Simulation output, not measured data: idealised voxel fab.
This section sets out a process module, namely voxel self aligned contacts.
Displayed cross-section: cut, width of 225 nm, square cells sized 5 nm.
Each cross-section below is a grid of square cells, stated as bands in top-down order, with one or more rows of cells making up each band. First you get the band's top height and its bottom height, in nm, and then the materials it's made of, left to right, with each width in nm. If you see a single material with "full width", that one covers the band edge to edge. "empty" is empty space. Basically, 0 is our baseline, since under it the wafer straight out of the box is all one material. The bottom band has no lower end and keeps on going down, so it looks like "from 0 down". Think of "30 to 40" as a width that walks from the first number to the second as you go down the band, top row to bottom row, taking equal-sized steps from row to row. Basically "nothing changed" means that step didn't change any cell in the cross-section. Voids not open to the top, 8 cells minimum: see "Fully enclosed voids". Written width x height at distance; distance is from the left edge; nm. That trailing text on a step's line, after the settings, is the simulator's own remark on the step. Among the settings permitted on a step's line is "overlay nm"; applied to a step with a mask, it specifies the extent to which the mask lay to the right of its planned position, whereas a negative figure signifies a position to the left.
The steps planned for the process are as follows:
1,RECEIVE: material Si
2,CONFORMAL_DEP: material SiO2, thk nm 5
3,DIRECTIONAL_DEP: material polySi, thk nm 20
4,DIRECTIONAL_DEP: material SiN, thk nm 20
5,PATTERN: tone cover, mask id GATE, material resist, width nm 35, pitch nm 65, thk nm 15, overlay nm 0
6,DIRECTIONAL_ETCH: etch materials SiN, depth nm 20
7,DIRECTIONAL_ETCH: etch materials polySi, depth nm 20
8,STRIP: etch materials resist
9,CONFORMAL_DEP: material SiN, thk nm 5
10,DIRECTIONAL_ETCH: etch materials SiN, depth nm 5
11,FILL_DEP: material SiO2, thk nm 15
12,CMP: height nm 50
13,PATTERN: tone open, mask id CONTACT, material resist, width nm 40, thk nm 15, overlay nm 0
14,DIRECTIONAL_ETCH: etch materials SiO2, depth nm 50
15,STRIP: etch materials resist
16,CONFORMAL_DEP: material TiN, thk nm 5
17,FILL_DEP: material Ru, thk nm 10
18,CMP: height nm 50
19,CONFORMAL_DEP: material SiCN, thk nm 5
Received-state cross-section, reflecting completion of step 1:
* from 0 down: Si full width
* Fully enclosed voids: none
Wafer cross-section at end of module: start and plan as shown above, one execution error:
* from 55 to 50: SiCN full width
* from 50 to 45: 85 nm SiO2; 20 nm TiN; 10 nm Ru; 10 nm TiN; 100 nm SiO2
* from 45 to 25: 55 nm SiO2; 45 nm SiN; 5 nm TiN; 10 nm Ru; 5 nm TiN; 45 nm SiN; 60 nm SiO2
* from 25 to 5: 55 nm SiO2; 5 nm SiN; 35 nm polySi; 5 nm SiN; 5 nm TiN; 10 nm Ru; 5 nm TiN; 5 nm SiN; 35 nm polySi; 5 nm SiN; 60 nm SiO2
* from 5 to 0: 100 nm SiO2; 20 nm TiN; 105 nm SiO2
* from 0 down: Si full width
* Fully enclosed voids: none
Processing error: step 13 ran as: PATTERN: tone open, mask id CONTACT, material resist, width nm 40, thk nm 15, overlay nm -5
